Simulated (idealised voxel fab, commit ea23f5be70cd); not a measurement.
A process module follows: voxel self aligned contacts.
Each square cell in cross-section cut measures 5 nm, and the section as a whole is 265 nm wide.
A cross-section is a grid of square cells, given in bands from the top down. A band is one or more rows of cells.
This entry defines a band. It first specifies the height of the band's top and the height of its bottom in nm, and then specifies the band's materials from left to right, stating each material with its width in nm. The word "edge to edge" identifies a single material that fills the band from edge to edge, while the word "empty" identifies empty space.
Measure heights from 0. That's the level where, below it, the as-received wafer is all one material. The lowest band is bottomless and extends downward; write it as in "top 0, no bottom".
The two numbers in a width such as "30 to 40" mark its ends across the band: the first belongs to the top row of cells, the second to the bottom row, and from each row to the next the width moves by the same amount.
Step marked "nothing changed"? Then no cell in the cross-section changed in it.
The label "Closed void roster" introduces a list of the empty spaces, 8 cells or larger, that have no open way up to the top; each entry in it reads width x height at distance, where the distance is taken from the left edge and all three are stated in nm.
What comes after the settings on a step's line is commentary from the simulator itself on that step.
Regarding "overlay nm": on a step with a mask, it is the distance the mask lay to the right of its planned place; a negative value places it to the left.
PROCESS STEPS FORESEEN IN THE PLAN
1. RECEIVE [material Si]
2. CONFORMAL_DEP [material SiO2] [thk nm 5]
3. DIRECTIONAL_DEP [material polySi] [thk nm 25]
4. DIRECTIONAL_DEP [material SiN] [thk nm 20]
5. DIRECTIONAL_DEP [material aC] [thk nm 10]
6. PATTERN [tone cover] [mask id GATE] [material resist] [width nm 25] [pitch nm 70] [thk nm 30] [overlay nm 0]
7. DIRECTIONAL_ETCH [etch materials aC] [depth nm 10]
8. STRIP [etch materials resist]
9. DIRECTIONAL_ETCH [etch materials SiN] [depth nm 20]
10. DIRECTIONAL_ETCH [etch materials polySi] [depth nm 25]
11. STRIP [etch materials aC]
12. CONFORMAL_DEP [material SiN] [thk nm 10]
13. DIRECTIONAL_ETCH [etch materials SiN] [depth nm 10]
14. FILL_DEP [material SiO2] [thk nm 15]
15. CMP [height nm 55]
16. DIRECTIONAL_DEP [material aC] [thk nm 15]
17. PATTERN [tone open] [mask id CONTACT] [material resist] [width nm 55] [thk nm 35] [overlay nm 0]
18. DIRECTIONAL_ETCH [etch materials aC] [depth nm 15]
19. STRIP [etch materials resist]
20. DIRECTIONAL_ETCH [etch materials SiO2] [depth nm 55]
21. STRIP [etch materials aC]
22. CONFORMAL_DEP [material TiN] [thk nm 5]
23. FILL_DEP [material Ru] [thk nm 10]
24. CMP [height nm 55]
25. CONFORMAL_DEP [material SiN] [thk nm 5]
FIRST WAFER, TWO IN TOTAL, RUN AS PLANNED
INCOMING WAFER, CROSS-SECTIONAL VIEW, POST STEP 1
- top 0, no bottom: Si edge to edge
- Closed void roster: none
STEP 2 COMPLETE: CROSS-SECTION THROUGH THE WAFER
- top 5, bottom 0: SiO2 edge to edge
- Heights below 0 show no change.
STEP 3 COMPLETE: CROSS-SECTION THROUGH THE WAFER
- top 30, bottom 5: polySi edge to edge
- Heights below 5 show no change.
STEP 4 COMPLETE: CROSS-SECTION THROUGH THE WAFER
- top 50, bottom 30: SiN edge to edge
- Heights below 30 show no change.
STEP 5 COMPLETE: CROSS-SECTION THROUGH THE WAFER
- top 60, bottom 50: aC edge to edge
- Heights below 50 show no change.
STEP 6 COMPLETE: CROSS-SECTION THROUGH THE WAFER
- top 90, bottom 60: empty (85), resist (25), empty (45), resist (25), empty (85)
- Heights below 60 show no change.
STEP 7 COMPLETE: CROSS-SECTION THROUGH THE WAFER
- top 80, bottom 60: empty (85), resist (25), empty (45), resist (25), empty (85)
- top 60, bottom 50: empty (85), aC (25), empty (45), aC (25), empty (85)
- Heights below 50 show no change.
STEP 8 COMPLETE: CROSS-SECTION THROUGH THE WAFER
- top 60, bottom 50: empty (85), aC (25), empty (45), aC (25), empty (85)
- Heights below 50 show no change.
STEP 9 COMPLETE: CROSS-SECTION THROUGH THE WAFER
- top 60, bottom 50: empty (85), aC (25), empty (45), aC (25), empty (85)
- top 50, bottom 30: empty (85), SiN (25), empty (45), SiN (25), empty (85)
- Heights below 30 show no change.
STEP 10 COMPLETE: CROSS-SECTION THROUGH THE WAFER
- top 60, bottom 50: empty (85), aC (25), empty (45), aC (25), empty (85)
- top 50, bottom 30: empty (85), SiN (25), empty (45), SiN (25), empty (85)
- top 30, bottom 5: empty (85), polySi (25), empty (45), polySi (25), empty (85)
- Heights below 5 show no change.
STEP 11 COMPLETE: CROSS-SECTION THROUGH THE WAFER
- top 50, bottom 30: empty (85), SiN (25), empty (45), SiN (25), empty (85)
- Heights below 30 show no change.
STEP 12 COMPLETE: CROSS-SECTION THROUGH THE WAFER
- top 60, bottom 30: empty (75), SiN (45), empty (25), SiN (45), empty (75)
- top 30, bottom 15: empty (75), SiN (10), polySi (25), SiN (10), empty (25), SiN (10), polySi (25), SiN (10), empty (75)
- top 15, bottom 5: SiN (85), polySi (25), SiN (45), polySi (25), SiN (85)
- Heights below 5 show no change.
STEP 13 COMPLETE: CROSS-SECTION THROUGH THE WAFER
- top 50, bottom 30: empty (75), SiN (45), empty (25), SiN (45), empty (75)
- top 30, bottom 5: empty (75), SiN (10), polySi (25), SiN (10), empty (25), SiN (10), polySi (25), SiN (10), empty (75)
- Heights below 5 show no change.
STEP 14 COMPLETE: CROSS-SECTION THROUGH THE WAFER
- top 65, bottom 50: SiO2 edge to edge
- top 50, bottom 30: SiO2 (75), SiN (45), SiO2 (25), SiN (45), SiO2 (75)
- top 30, bottom 5: SiO2 (75), SiN (10), polySi (25), SiN (10), SiO2 (25), SiN (10), polySi (25), SiN (10), SiO2 (75)
- Heights below 5 show no change.
STEP 15 COMPLETE: CROSS-SECTION THROUGH THE WAFER
- top 55, bottom 50: SiO2 edge to edge
- Heights below 50 show no change.
STEP 16 COMPLETE: CROSS-SECTION THROUGH THE WAFER
- top 70, bottom 55: aC edge to edge
- Heights below 55 show no change.
STEP 17 COMPLETE: CROSS-SECTION THROUGH THE WAFER
- top 105, bottom 70: resist (105), empty (55), resist (105)
- Heights below 70 show no change.
STEP 18 COMPLETE: CROSS-SECTION THROUGH THE WAFER
- top 90, bottom 70: resist (105), empty (55), resist (105)
- top 70, bottom 55: aC (105), empty (55), aC (105)
- Heights below 55 show no change.
STEP 19 COMPLETE: CROSS-SECTION THROUGH THE WAFER
- top 70, bottom 55: aC (105), empty (55), aC (105)
- Heights below 55 show no change.
STEP 20 COMPLETE: CROSS-SECTION THROUGH THE WAFER
- top 70, bottom 55: aC (105), empty (55), aC (105)
- top 55, bottom 50: SiO2 (105), empty (55), SiO2 (105)
- top 50, bottom 30: SiO2 (75), SiN (45), empty (25), SiN (45), SiO2 (75)
- top 30, bottom 5: SiO2 (75), SiN (10), polySi (25), SiN (10), empty (25), SiN (10), polySi (25), SiN (10), SiO2 (75)
- top 5, bottom 0: SiO2 (120), empty (25), SiO2 (120)
- Heights below 0 show no change.
STEP 21 COMPLETE: CROSS-SECTION THROUGH THE WAFER
- top 55, bottom 50: SiO2 (105), empty (55), SiO2 (105)
- Heights below 50 show no change.
STEP 22 COMPLETE: CROSS-SECTION THROUGH THE WAFER
- top 60, bottom 55: TiN (110), empty (45), TiN (110)
- top 55, bottom 50: SiO2 (105), TiN (20), empty (15), TiN (20), SiO2 (105)
- top 50, bottom 30: SiO2 (75), SiN (45), TiN (5), empty (15), TiN (5), SiN (45), SiO2 (75)
- top 30, bottom 5: SiO2 (75), SiN (10), polySi (25), SiN (10), TiN (5), empty (15), TiN (5), SiN (10), polySi (25), SiN (10), SiO2 (75)
- top 5, bottom 0: SiO2 (120), TiN (25), SiO2 (120)
- Heights below 0 show no change.
STEP 23 COMPLETE: CROSS-SECTION THROUGH THE WAFER
- top 70, bottom 60: Ru edge to edge
- top 60, bottom 55: TiN (110), Ru (45), TiN (110)
- top 55, bottom 50: SiO2 (105), TiN (20), Ru (15), TiN (20), SiO2 (105)
- top 50, bottom 30: SiO2 (75), SiN (45), TiN (5), Ru (15), TiN (5), SiN (45), SiO2 (75)
- top 30, bottom 5: SiO2 (75), SiN (10), polySi (25), SiN (10), TiN (5), Ru (15), TiN (5), SiN (10), polySi (25), SiN (10), SiO2 (75)
- Heights below 5 show no change.
STEP 24 COMPLETE: CROSS-SECTION THROUGH THE WAFER
- top 55, bottom 50: SiO2 (105), TiN (20), Ru (15), TiN (20), SiO2 (105)
- Heights below 50 show no change.
STEP 25 COMPLETE: CROSS-SECTION THROUGH THE WAFER
- top 60, bottom 55: SiN edge to edge
- Heights below 55 show no change.
THE SECOND WAFER: IDENTICAL TO THE FIRST AT THE OUTSET AND IN ITS PLANNED SEQUENCE, DIFFERING ONLY IN THAT ONE MISTAKE WAS MADE DURING PROCESSING; UP TO AND INCLUDING STEP 2, ITS PATH IS THE FIRST WAFER'S PATH
SECOND WAFER PROFILE IN SECTION, AT THE MOMENT STEP 3 OF THE PLAN WAS MEANT TO BE COMPLETE
- top 55, bottom 5: polySi edge to edge
- Heights below 5 show no change.
SECOND WAFER PROFILE IN SECTION, AT THE MOMENT STEP 4 OF THE PLAN WAS MEANT TO BE COMPLETE
- top 75, bottom 55: SiN edge to edge
- Heights below 55 show no change.
SECOND WAFER PROFILE IN SECTION, AT THE MOMENT STEP 5 OF THE PLAN WAS MEANT TO BE COMPLETE
- top 85, bottom 75: aC edge to edge
- Heights below 75 show no change.
SECOND WAFER PROFILE IN SECTION, AT THE MOMENT STEP 6 OF THE PLAN WAS MEANT TO BE COMPLETE
- top 115, bottom 85: empty (85), resist (25), empty (45), resist (25), empty (85)
- Heights below 85 show no change.
SECOND WAFER PROFILE IN SECTION, AT THE MOMENT STEP 7 OF THE PLAN WAS MEANT TO BE COMPLETE
- top 105, bottom 85: empty (85), resist (25), empty (45), resist (25), empty (85)
- top 85, bottom 75: empty (85), aC (25), empty (45), aC (25), empty (85)
- Heights below 75 show no change.
SECOND WAFER PROFILE IN SECTION, AT THE MOMENT STEP 8 OF THE PLAN WAS MEANT TO BE COMPLETE
- top 85, bottom 75: empty (85), aC (25), empty (45), aC (25), empty (85)
- Heights below 75 show no change.
SECOND WAFER PROFILE IN SECTION, AT THE MOMENT STEP 9 OF THE PLAN WAS MEANT TO BE COMPLETE
- top 85, bottom 75: empty (85), aC (25), empty (45), aC (25), empty (85)
- top 75, bottom 55: empty (85), SiN (25), empty (45), SiN (25), empty (85)
- Heights below 55 show no change.
SECOND WAFER PROFILE IN SECTION, AT THE MOMENT STEP 10 OF THE PLAN WAS MEANT TO BE COMPLETE
- top 85, bottom 75: empty (85), aC (25), empty (45), aC (25), empty (85)
- top 75, bottom 55: empty (85), SiN (25), empty (45), SiN (25), empty (85)
- top 55, bottom 30: empty (85), polySi (25), empty (45), polySi (25), empty (85)
- Heights below 30 show no change.
SECOND WAFER PROFILE IN SECTION, AT THE MOMENT STEP 11 OF THE PLAN WAS MEANT TO BE COMPLETE
- top 75, bottom 55: empty (85), SiN (25), empty (45), SiN (25), empty (85)
- Heights below 55 show no change.
SECOND WAFER PROFILE IN SECTION, AT THE MOMENT STEP 12 OF THE PLAN WAS MEANT TO BE COMPLETE
- top 85, bottom 55: empty (75), SiN (45), empty (25), SiN (45), empty (75)
- top 55, bottom 40: empty (75), SiN (10), polySi (25), SiN (10), empty (25), SiN (10), polySi (25), SiN (10), empty (75)
- top 40, bottom 30: SiN (85), polySi (25), SiN (45), polySi (25), SiN (85)
- Heights below 30 show no change.
SECOND WAFER PROFILE IN SECTION, AT THE MOMENT STEP 13 OF THE PLAN WAS MEANT TO BE COMPLETE
- top 75, bottom 55: empty (75), SiN (45), empty (25), SiN (45), empty (75)
- top 55, bottom 30: empty (75), SiN (10), polySi (25), SiN (10), empty (25), SiN (10), polySi (25), SiN (10), empty (75)
- Heights below 30 show no change.
SECOND WAFER PROFILE IN SECTION, AT THE MOMENT STEP 14 OF THE PLAN WAS MEANT TO BE COMPLETE
- top 90, bottom 75: SiO2 edge to edge
- top 75, bottom 55: SiO2 (75), SiN (45), SiO2 (25), SiN (45), SiO2 (75)
- top 55, bottom 30: SiO2 (75), SiN (10), polySi (25), SiN (10), SiO2 (25), SiN (10), polySi (25), SiN (10), SiO2 (75)
- Heights below 30 show no change.
SECOND WAFER PROFILE IN SECTION, AT THE MOMENT STEP 15 OF THE PLAN WAS MEANT TO BE COMPLETE
- top 55, bottom 30: SiO2 (75), SiN (10), polySi (25), SiN (10), SiO2 (25), SiN (10), polySi (25), SiN (10), SiO2 (75)
- Heights below 30 show no change.
SECOND WAFER PROFILE IN SECTION, AT THE MOMENT STEP 16 OF THE PLAN WAS MEANT TO BE COMPLETE
- top 70, bottom 55: aC edge to edge
- Heights below 55 show no change.
SECOND WAFER PROFILE IN SECTION, AT THE MOMENT STEP 17 OF THE PLAN WAS MEANT TO BE COMPLETE
- top 105, bottom 70: resist (105), empty (55), resist (105)
- Heights below 70 show no change.
SECOND WAFER PROFILE IN SECTION, AT THE MOMENT STEP 18 OF THE PLAN WAS MEANT TO BE COMPLETE
- top 90, bottom 70: resist (105), empty (55), resist (105)
- top 70, bottom 55: aC (105), empty (55), aC (105)
- Heights below 55 show no change.
SECOND WAFER PROFILE IN SECTION, AT THE MOMENT STEP 19 OF THE PLAN WAS MEANT TO BE COMPLETE
- top 70, bottom 55: aC (105), empty (55), aC (105)
- Heights below 55 show no change.
SECOND WAFER PROFILE IN SECTION, AT THE MOMENT STEP 20 OF THE PLAN WAS MEANT TO BE COMPLETE
- top 70, bottom 55: aC (105), empty (55), aC (105)
- top 55, bottom 30: SiO2 (75), SiN (10), polySi (25), SiN (10), empty (25), SiN (10), polySi (25), SiN (10), SiO2 (75)
- Heights below 30 show no change.
SECOND WAFER PROFILE IN SECTION, AT THE MOMENT STEP 21 OF THE PLAN WAS MEANT TO BE COMPLETE
- top 55, bottom 30: SiO2 (75), SiN (10), polySi (25), SiN (10), empty (25), SiN (10), polySi (25), SiN (10), SiO2 (75)
- Heights below 30 show no change.
SECOND WAFER PROFILE IN SECTION, AT THE MOMENT STEP 22 OF THE PLAN WAS MEANT TO BE COMPLETE
- top 60, bottom 55: TiN (125), empty (15), TiN (125)
- top 55, bottom 35: SiO2 (75), SiN (10), polySi (25), SiN (10), TiN (5), empty (15), TiN (5), SiN (10), polySi (25), SiN (10), SiO2 (75)
- top 35, bottom 30: SiO2 (75), SiN (10), polySi (25), SiN (10), TiN (25), SiN (10), polySi (25), SiN (10), SiO2 (75)
- Heights below 30 show no change.
SECOND WAFER PROFILE IN SECTION, AT THE MOMENT STEP 23 OF THE PLAN WAS MEANT TO BE COMPLETE
- top 70, bottom 60: Ru edge to edge
- top 60, bottom 55: TiN (125), Ru (15), TiN (125)
- top 55, bottom 35: SiO2 (75), SiN (10), polySi (25), SiN (10), TiN (5), Ru (15), TiN (5), SiN (10), polySi (25), SiN (10), SiO2 (75)
- Heights below 35 show no change.
SECOND WAFER PROFILE IN SECTION, AT THE MOMENT STEP 24 OF THE PLAN WAS MEANT TO BE COMPLETE
- top 55, bottom 35: SiO2 (75), SiN (10), polySi (25), SiN (10), TiN (5), Ru (15), TiN (5), SiN (10), polySi (25), SiN (10), SiO2 (75)
- Heights below 35 show no change.
SECOND WAFER PROFILE IN SECTION, AT THE MOMENT STEP 25 OF THE PLAN WAS MEANT TO BE COMPLETE
- top 60, bottom 55: SiN edge to edge
- Heights below 55 show no change.
What broke from the plan during processing? plan step 3 was conducted twice
Final cells, second wafer relative to first, materials higher or lower: Ru -18 | SiN -72 | SiO2 -157 | TiN -18 | polySi +265
